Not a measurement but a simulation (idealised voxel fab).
process module | voxel capacitor over wiring
It is cross-section cut that appears here, measuring 280 nm in width, its square cells being 5 nm in size.
If you're reading a cross-section in this doc, picture square cells in a grid; it comes to you as bands, top ones listed first down to the bottom, and a band can be one or more rows of cells. For a band, the entry starts with two heights in nm, that of the top and then that of the bottom, and carries on with the band's materials in order from left to right, each alongside its width in nm; the word "everywhere" beside a single material means it fills the band edge to edge, and "air" means empty space. Height 0 is the level under which the wafer as received is all one material. The lowest band goes on downwards, as in "from 0 down". Think of "30->40" as a width that walks from the first number to the second as you go down the band, top row to bottom row, taking equal-sized steps from row to row. Basically "left unchanged" means that step didn't change any cell in the cross-section. Voids, enclosed: empty space of 8 cells or more with no open way to the top, each as width x height at its distance from the left edge, in nm. Heads up: the bit after the settings on a step's line is the simulator's remark on that step. Among the settings permitted on a step's line is "overlay nm"; applied to a step with a mask, it specifies the extent to which the mask lay to the right of its planned position, whereas a negative figure signifies a position to the left.

**Set out below are the planned steps of the process**
| 1 | RECEIVE, material Si |
| 2 | CONFORMAL_DEP, material SiO2, thk nm 15 |
| 3 | DIRECTIONAL_DEP, material TiN, thk nm 5 |
| 4 | DIRECTIONAL_DEP, material W, thk nm 20 |
| 5 | DIRECTIONAL_DEP, material aC, thk nm 10 |
| 6 | PATTERN, tone cover, mask id METAL_1, material resist, width nm 30, pitch nm 100, thk nm 30, overlay nm 0 |
| 7 | DIRECTIONAL_ETCH, etch materials aC, depth nm 10 |
| 8 | STRIP, etch materials resist |
| 9 | DIRECTIONAL_ETCH, etch materials W, depth nm 20 |
| 10 | DIRECTIONAL_ETCH, etch materials TiN, depth nm 5 |
| 11 | STRIP, etch materials aC |
| 12 | FILL_DEP, material SiO2, thk nm 5 |
| 13 | CMP, height nm 40 |
| 14 | CONFORMAL_DEP, material SiCN, thk nm 5 |
| 15 | DIRECTIONAL_DEP, material SiO2, thk nm 20 |
| 16 | PATTERN, tone open, mask id PLUG_1, material resist, width nm 15, thk nm 15, overlay nm 0 |
| 17 | DIRECTIONAL_ETCH, etch materials SiO2, depth nm 20 |
| 18 | DIRECTIONAL_ETCH, etch materials SiCN, depth nm 5 |
| 19 | STRIP, etch materials resist |
| 20 | CONFORMAL_DEP, material TiN, thk nm 5 |
| 21 | FILL_DEP, material Cu, thk nm 5 |
| 22 | CMP, height nm 65 |
| 23 | DIRECTIONAL_DEP, material TiN, thk nm 10 |
| 24 | DIRECTIONAL_DEP, material HfO2, thk nm 5 |
| 25 | DIRECTIONAL_DEP, material TiN, thk nm 5 |
| 26 | DIRECTIONAL_DEP, material aC, thk nm 15 |
| 27 | PATTERN, tone cover, mask id UPPER_PLATE, material resist, width nm 75, thk nm 30, overlay nm 0 |
| 28 | DIRECTIONAL_ETCH, etch materials aC, depth nm 15 |
| 29 | STRIP, etch materials resist |
| 30 | DIRECTIONAL_ETCH, etch materials TiN, depth nm 5 |
| 31 | DIRECTIONAL_ETCH, etch materials HfO2, depth nm 5 |
| 32 | STRIP, etch materials aC |
| 33 | MASKED_ETCH, tone cover, mask id LOWER_PLATE, width nm 85, etch materials TiN, depth nm 10, overlay nm 0 |
| 34 | FILL_DEP, material SiO2, thk nm 20 |
| 35 | CMP, height nm 100 |
| 36 | DIRECTIONAL_DEP, material aC, thk nm 15 |
| 37 | PATTERN, tone open, mask id PLUG_2, material resist, width nm 15, thk nm 35, overlay nm 0 |
| 38 | DIRECTIONAL_ETCH, etch materials aC, depth nm 15 |
| 39 | STRIP, etch materials resist |
| 40 | DIRECTIONAL_ETCH, etch materials SiO2, depth nm 15 |
| 41 | STRIP, etch materials aC |
| 42 | CONFORMAL_DEP, material TiN, thk nm 5 |
| 43 | FILL_DEP, material Ru, thk nm 10 |
| 44 | CMP, height nm 100 |
| 45 | CONFORMAL_DEP, material SiCN, thk nm 5 |

**First wafer out of two, processed as planned**

**The cross-section here shows the wafer as received, i.e. in its state after step 1**
    from 0 down = Si everywhere
    Voids, enclosed: none

**After step 2: wafer cross-section**
    from 15 to 0 = SiO2 everywhere
    Heights below 0 show no change.

**After step 3: wafer cross-section**
    from 20 to 15 = TiN everywhere
    Heights below 15 show no change.

**After step 4: wafer cross-section**
    from 40 to 20 = W everywhere
    Heights below 20 show no change.

**After step 5: wafer cross-section**
    from 50 to 40 = aC everywhere
    Heights below 40 show no change.

**After step 6: wafer cross-section**
    from 80 to 50 = 75 air  30 resist  70 air  30 resist  75 air
    Heights below 50 show no change.

**After step 7: wafer cross-section**
    from 70 to 50 = 75 air  30 resist  70 air  30 resist  75 air
    from 50 to 40 = 75 air  30 aC  70 air  30 aC  75 air
    Heights below 40 show no change.

**After step 8: wafer cross-section**
    from 50 to 40 = 75 air  30 aC  70 air  30 aC  75 air
    Heights below 40 show no change.

**After step 9: wafer cross-section**
    from 50 to 40 = 75 air  30 aC  70 air  30 aC  75 air
    from 40 to 20 = 75 air  30 W  70 air  30 W  75 air
    Heights below 20 show no change.

**After step 10: wafer cross-section**
    from 50 to 40 = 75 air  30 aC  70 air  30 aC  75 air
    from 40 to 20 = 75 air  30 W  70 air  30 W  75 air
    from 20 to 15 = 75 air  30 TiN  70 air  30 TiN  75 air
    Heights below 15 show no change.

**After step 11: wafer cross-section**
    from 40 to 20 = 75 air  30 W  70 air  30 W  75 air
    Heights below 20 show no change.

**After step 12: wafer cross-section**
    from 45 to 40 = SiO2 everywhere
    from 40 to 20 = 75 SiO2  30 W  70 SiO2  30 W  75 SiO2
    from 20 to 15 = 75 SiO2  30 TiN  70 SiO2  30 TiN  75 SiO2
    Heights below 15 show no change.

**After step 13: wafer cross-section**
    from 40 to 20 = 75 SiO2  30 W  70 SiO2  30 W  75 SiO2
    Heights below 20 show no change.

**After step 14: wafer cross-section**
    from 45 to 40 = SiCN everywhere
    Heights below 40 show no change.

**After step 15: wafer cross-section**
    from 65 to 45 = SiO2 everywhere
    Heights below 45 show no change.

**After step 16: wafer cross-section**
    from 80 to 65 = 90 resist  15 air  175 resist
    Heights below 65 show no change.

**After step 17: wafer cross-section**
    from 80 to 65 = 90 resist  15 air  175 resist
    from 65 to 45 = 90 SiO2  15 air  175 SiO2
    Heights below 45 show no change.

**After step 18: wafer cross-section**
    from 80 to 65 = 90 resist  15 air  175 resist
    from 65 to 45 = 90 SiO2  15 air  175 SiO2
    from 45 to 40 = 90 SiCN  15 air  175 SiCN
    Heights below 40 show no change.

**After step 19: wafer cross-section**
    from 65 to 45 = 90 SiO2  15 air  175 SiO2
    Heights below 45 show no change.

**After step 20: wafer cross-section**
    from 70 to 65 = 95 TiN  5 air  180 TiN
    from 65 to 45 = 90 SiO2  5 TiN  5 air  5 TiN  175 SiO2
    from 45 to 40 = 90 SiCN  15 TiN  175 SiCN
    Heights below 40 show no change.

**After step 21: wafer cross-section**
    from 75 to 70 = Cu everywhere
    from 70 to 65 = 95 TiN  5 Cu  180 TiN
    from 65 to 45 = 90 SiO2  5 TiN  5 Cu  5 TiN  175 SiO2
    Heights below 45 show no change.

**After step 22: wafer cross-section**
    from 65 to 45 = 90 SiO2  5 TiN  5 Cu  5 TiN  175 SiO2
    Heights below 45 show no change.

**After step 23: wafer cross-section**
    from 75 to 65 = TiN everywhere
    Heights below 65 show no change.

**After step 24: wafer cross-section**
    from 80 to 75 = HfO2 everywhere
    Heights below 75 show no change.

**After step 25: wafer cross-section**
    from 85 to 80 = TiN everywhere
    Heights below 80 show no change.

**After step 26: wafer cross-section**
    from 100 to 85 = aC everywhere
    Heights below 85 show no change.

**After step 27: wafer cross-section**
    from 130 to 100 = 90 air  75 resist  115 air
    Heights below 100 show no change.

**After step 28: wafer cross-section**
    from 115 to 100 = 90 air  75 resist  115 air
    from 100 to 85 = 90 air  75 aC  115 air
    Heights below 85 show no change.

**After step 29: wafer cross-section**
    from 100 to 85 = 90 air  75 aC  115 air
    Heights below 85 show no change.

**After step 30: wafer cross-section**
    from 100 to 85 = 90 air  75 aC  115 air
    from 85 to 80 = 90 air  75 TiN  115 air
    Heights below 80 show no change.

**After step 31: wafer cross-section**
    from 100 to 85 = 90 air  75 aC  115 air
    from 85 to 80 = 90 air  75 TiN  115 air
    from 80 to 75 = 90 air  75 HfO2  115 air
    Heights below 75 show no change.

**After step 32: wafer cross-section**
    from 85 to 80 = 90 air  75 TiN  115 air
    Heights below 80 show no change.

**After step 33: wafer cross-section**
    from 85 to 80 = 90 air  75 TiN  115 air
    from 80 to 75 = 90 air  75 HfO2  115 air
    from 75 to 65 = 85 air  85 TiN  110 air
    Heights below 65 show no change.

**After step 34: wafer cross-section**
    from 105 to 85 = SiO2 everywhere
    from 85 to 80 = 90 SiO2  75 TiN  115 SiO2
    from 80 to 75 = 90 SiO2  75 HfO2  115 SiO2
    from 75 to 65 = 85 SiO2  85 TiN  110 SiO2
    Heights below 65 show no change.

**After step 35: wafer cross-section**
    from 100 to 85 = SiO2 everywhere
    Heights below 85 show no change.

**After step 36: wafer cross-section**
    from 115 to 100 = aC everywhere
    Heights below 100 show no change.

**After step 37: wafer cross-section**
    from 150 to 115 = 100 resist  15 air  165 resist
    Heights below 115 show no change.

**After step 38: wafer cross-section**
    from 135 to 115 = 100 resist  15 air  165 resist
    from 115 to 100 = 100 aC  15 air  165 aC
    Heights below 100 show no change.

**After step 39: wafer cross-section**
    from 115 to 100 = 100 aC  15 air  165 aC
    Heights below 100 show no change.

**After step 40: wafer cross-section**
    from 115 to 100 = 100 aC  15 air  165 aC
    from 100 to 85 = 100 SiO2  15 air  165 SiO2
    Heights below 85 show no change.

**After step 41: wafer cross-section**
    from 100 to 85 = 100 SiO2  15 air  165 SiO2
    Heights below 85 show no change.

**After step 42: wafer cross-section**
    from 105 to 100 = 105 TiN  5 air  170 TiN
    from 100 to 90 = 100 SiO2  5 TiN  5 air  5 TiN  165 SiO2
    from 90 to 80 = 100->90 SiO2  15->75 TiN  165->115 SiO2
    Heights below 80 show no change.

**After step 43: wafer cross-section**
    from 115 to 105 = Ru everywhere
    from 105 to 100 = 105 TiN  5 Ru  170 TiN
    from 100 to 90 = 100 SiO2  5 TiN  5 Ru  5 TiN  165 SiO2
    Heights below 90 show no change.

**After step 44: wafer cross-section**
    from 100 to 90 = 100 SiO2  5 TiN  5 Ru  5 TiN  165 SiO2
    Heights below 90 show no change.

**After step 45: wafer cross-section**
    from 105 to 100 = SiCN everywhere
    Heights below 100 show no change.

**The second wafer began exactly as the first did and followed the same plan, but one mistake was made while running it; through step 34 inclusive, the two wafers are identical**

**Cross-section, second wafer, at the end time the plan gives for step 35**
    from 90 to 85 = SiO2 everywhere
    Heights below 85 show no change.

**Cross-section, second wafer, at the end time the plan gives for step 36**
    from 105 to 90 = aC everywhere
    Heights below 90 show no change.

**Cross-section, second wafer, at the end time the plan gives for step 37**
    from 140 to 105 = 100 resist  15 air  165 resist
    Heights below 105 show no change.

**Cross-section, second wafer, at the end time the plan gives for step 38**
    from 125 to 105 = 100 resist  15 air  165 resist
    from 105 to 90 = 100 aC  15 air  165 aC
    Heights below 90 show no change.

**Cross-section, second wafer, at the end time the plan gives for step 39**
    from 105 to 90 = 100 aC  15 air  165 aC
    Heights below 90 show no change.

**Cross-section, second wafer, at the end time the plan gives for step 40**
    from 105 to 90 = 100 aC  15 air  165 aC
    from 90 to 85 = 100 SiO2  15 air  165 SiO2
    Heights below 85 show no change.

**Cross-section, second wafer, at the end time the plan gives for step 41**
    from 90 to 85 = 100 SiO2  15 air  165 SiO2
    Heights below 85 show no change.

**Cross-section, second wafer, at the end time the plan gives for step 42**
    from 95 to 90 = 105 TiN  5 air  170 TiN
    from 90 to 80 = 100->90 SiO2  15->75 TiN  165->115 SiO2
    Heights below 80 show no change.

**Cross-section, second wafer, at the end time the plan gives for step 43**
    from 105 to 95 = Ru everywhere
    from 95 to 90 = 105 TiN  5 Ru  170 TiN
    Heights below 90 show no change.

**Cross-section, second wafer, at the end time the plan gives for step 44**
    from 100 to 95 = Ru everywhere
    Heights below 95 show no change.

**Cross-section, second wafer, at the end time the plan gives for step 45**
    from 105 to 100 = SiCN everywhere
    Heights below 100 show no change.
So what did we get wrong on this run? in deviation from the planned setting, step 35 was conducted as CMP, height nm 90
The final cell counts differ between the wafers, with the second having more or fewer of some materials than the first: 55 more of Ru, 106 fewer of SiO2, 51 more of TiN
